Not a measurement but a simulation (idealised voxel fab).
Process module, titled voxel ribs on slabs
Section shown: cut. Width: 265 nm. Cell size: 5 nm, square.
Just so we're on the same page, the cross-sections are grids of square cells, and they're listed out in bands top to bottom, each band one or more rows deep. Look at the band entry: it leads with the top's height and the bottom's height in nm. Then it lists the materials left to right, with a width in nm for each. The word "throughout" on a single material says that material fills the band edge to edge. The word "air" is empty space. Height datum 0, below which the as-received substrate wafer is one material. Lowest band open at the bottom, running downward: "0 and below". When a width is written as two numbers, as in "30->40", the first number is the width in the top row of cells of the band and the second is the width in its bottom row, and the width changes by the same amount from each row to the next. "no change occurred" for a step: no cell of the cross-section changed in that step. So "Closed-off voids" is basically the list of trapped voids: any empty space of 8 cells or more that can't reach the top through an opening. They're written width x height at distance, the distance being from the left edge, and it's all nm. Where a step's line continues beyond its settings, the continuation is a remark by the simulator itself on that step. overlay nm: right-of-plan distance of the mask on a masked step; negative values mean left-of-plan.

### Listed below are the process steps as planned
step 1: RECEIVE (material Si)
step 2: DIRECTIONAL_DEP (material SiO2; thk nm 30)
step 3: DIRECTIONAL_DEP (material polySi; thk nm 20)
step 4: PATTERN (tone cover; mask id RIB; material resist; width nm 25; thk nm 20; overlay nm 0)
step 5: DIRECTIONAL_ETCH (etch materials polySi; depth nm 10)
step 6: STRIP (etch materials resist)
step 7: MASKED_ETCH (tone cover; mask id SLAB; width nm 65; etch materials polySi; depth nm 10; overlay nm 0)
step 8: FILL_DEP (material SiO2; thk nm 15)
step 9: CMP (height nm 60)
step 10: DIRECTIONAL_DEP (material W; thk nm 5)
step 11: MASKED_ETCH (tone cover; mask id HEATER; width nm 35; etch materials W; depth nm 5; overlay nm 0)
step 12: CONFORMAL_DEP (material SiN; thk nm 10)

### First wafer out of two, processed as planned

### as received, after step 1
0 and below | Si throughout
Closed-off voids: none

### Step 2 done - wafer cross-section
30 down to 0 | SiO2 throughout
Beneath the level 0, the cross-section is identical to its previous state.

### Step 3 done - wafer cross-section
50 down to 30 | polySi throughout
Beneath the level 30, the cross-section is identical to its previous state.

### Step 4 done - wafer cross-section
70 down to 50 | air 120 nm / resist 25 nm / air 120 nm
Beneath the level 50, the cross-section is identical to its previous state.

### Step 5 done - wafer cross-section
70 down to 50 | air 120 nm / resist 25 nm / air 120 nm
50 down to 40 | air 120 nm / polySi 25 nm / air 120 nm
Beneath the level 40, the cross-section is identical to its previous state.

### Step 6 done - wafer cross-section
50 down to 40 | air 120 nm / polySi 25 nm / air 120 nm
Beneath the level 40, the cross-section is identical to its previous state.

### Step 7 done - wafer cross-section
50 down to 40 | air 120 nm / polySi 25 nm / air 120 nm
40 down to 30 | air 100 nm / polySi 65 nm / air 100 nm
Beneath the level 30, the cross-section is identical to its previous state.

### Step 8 done - wafer cross-section
65 down to 50 | SiO2 throughout
50 down to 40 | SiO2 120 nm / polySi 25 nm / SiO2 120 nm
40 down to 30 | SiO2 100 nm / polySi 65 nm / SiO2 100 nm
Beneath the level 30, the cross-section is identical to its previous state.

### Step 9 done - wafer cross-section
60 down to 50 | SiO2 throughout
Beneath the level 50, the cross-section is identical to its previous state.

### Step 10 done - wafer cross-section
65 down to 60 | W throughout
Beneath the level 60, the cross-section is identical to its previous state.

### Step 11 done - wafer cross-section
65 down to 60 | air 115 nm / W 35 nm / air 115 nm
Beneath the level 60, the cross-section is identical to its previous state.

### Step 12 done - wafer cross-section
75 down to 70 | air 105 nm / SiN 55 nm / air 105 nm
70 down to 65 | SiN throughout
65 down to 60 | SiN 115 nm / W 35 nm / SiN 115 nm
Beneath the level 60, the cross-section is identical to its previous state.

### Companion wafer, the second of two: same beginning, same intended sequence, one mistake in carrying it out; through step 3 inclusive it tracks the first exactly

### At the planned end of step 4, the second wafer in cross-section
70 down to 50 | air 115 nm / resist 25 nm / air 125 nm
Beneath the level 50, the cross-section is identical to its previous state.

### At the planned end of step 5, the second wafer in cross-section
70 down to 50 | air 115 nm / resist 25 nm / air 125 nm
50 down to 40 | air 115 nm / polySi 25 nm / air 125 nm
Beneath the level 40, the cross-section is identical to its previous state.

### At the planned end of step 6, the second wafer in cross-section
50 down to 40 | air 115 nm / polySi 25 nm / air 125 nm
Beneath the level 40, the cross-section is identical to its previous state.

### At the planned end of step 7, the second wafer in cross-section
50 down to 40 | air 115 nm / polySi 25 nm / air 125 nm
40 down to 30 | air 100 nm / polySi 65 nm / air 100 nm
Beneath the level 30, the cross-section is identical to its previous state.

### At the planned end of step 8, the second wafer in cross-section
65 down to 50 | SiO2 throughout
50 down to 40 | SiO2 115 nm / polySi 25 nm / SiO2 125 nm
40 down to 30 | SiO2 100 nm / polySi 65 nm / SiO2 100 nm
Beneath the level 30, the cross-section is identical to its previous state.

### At the planned end of step 9, the second wafer in cross-section
60 down to 50 | SiO2 throughout
Beneath the level 50, the cross-section is identical to its previous state.

### At the planned end of step 10, the second wafer in cross-section
65 down to 60 | W throughout
Beneath the level 60, the cross-section is identical to its previous state.

### At the planned end of step 11, the second wafer in cross-section
65 down to 60 | air 115 nm / W 35 nm / air 115 nm
Beneath the level 60, the cross-section is identical to its previous state.

### At the planned end of step 12, the second wafer in cross-section
75 down to 70 | air 105 nm / SiN 55 nm / air 105 nm
70 down to 65 | SiN throughout
65 down to 60 | SiN 115 nm / W 35 nm / SiN 115 nm
Beneath the level 60, the cross-section is identical to its previous state.
Plan not followed: step 4 changed vs plan, executed as PATTERN (tone cover; mask id RIB; material resist; width nm 25; thk nm 20; overlay nm -5)
End check, second vs first wafer: material counts in cells match, positions do not.
